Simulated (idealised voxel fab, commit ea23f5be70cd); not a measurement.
The following process module bears the name voxel spacer lines.
Shown is cross-section cut, with a width of 265 nm and square cells of size 5 nm.
We lay out every cross-section as a grid of square cells and spell it out in bands from the top down, where one band means one or more rows of cells. It is stipulated that each band's entry specify, in nanometres, the height of the top of the band and then that of its bottom, followed by the materials of the band in left-to-right sequence, each together with its width in nanometres. A single material marked by the word "full width" is understood to fill the band from edge to edge; the word "air" is understood to denote empty space. Heights are measured from 0, the level below which the as-received wafer is all one material; the lowest band has no bottom and continues downward, written as in "0 -> down". Quick explanation for "30->40": the width changes in equal steps down the rows of cells, from the first number in the band's top row to the second number in its bottom row. Basically "left unchanged" means that step didn't change any cell in the cross-section. This entry, "closed voids", enumerates those empty regions of no fewer than 8 cells that possess no open connection to the top. Each region is reported in the form width x height at distance, the distance being taken from the left edge, with all three quantities expressed in nm. Formally, on a step line, whatever follows the settings is a remark that the simulator itself makes on the step. Steps that use a mask can have "overlay nm" on their line. It says how far the mask sat to the right of where it was meant to be. Negative means to the left.
## The steps planned for the process are as follows
1,RECEIVE, material Si
2,CONFORMAL_DEP, material Al2O3, thk nm 10
3,DIRECTIONAL_DEP, material TiN, thk nm 10
4,DIRECTIONAL_DEP, material aC, thk nm 25
5,PATTERN, tone cover, mask id MANDREL, material resist, width nm 20, pitch nm 70, thk nm 35, overlay nm 0
6,DIRECTIONAL_ETCH, etch materials aC, depth nm 25
7,STRIP, etch materials resist
8,CONFORMAL_DEP, material SiO2, thk nm 15
9,DIRECTIONAL_ETCH, etch materials SiO2, depth nm 15
10,STRIP, etch materials aC
11,DIRECTIONAL_ETCH, etch materials TiN, depth nm 10
12,STRIP, etch materials SiO2
## This is the cross-section of the wafer as we received it, i.e. after step 1
  0 -> down: Si full width
  closed voids: none
## Sectioned view, first of two wafers, at the close of the module, processed as intended in the plan
  20 -> 10: 35 air; 15 TiN; 20 air; 15 TiN; 20 air; 15 TiN; 20 air; 15 TiN; 20 air; 15 TiN; 20 air; 15 TiN; 40 air
  10 -> 0: Al2O3 full width
  0 -> down: Si full width
  closed voids: none
## End of module, second wafer, cross-section. Started like the first, planned like the first, run with one mistake
  35 -> 10: TiN full width
  10 -> 0: Al2O3 full width
  0 -> down: Si full width
  closed voids: none
What was the processing mistake? step 4 ran differently from the plan; actual operation with settings: DIRECTIONAL_DEP, material TiN, thk nm 25
Looking at both finished wafers in cells, the second ends up ahead of or behind the first on some materials: TiN: 229 more
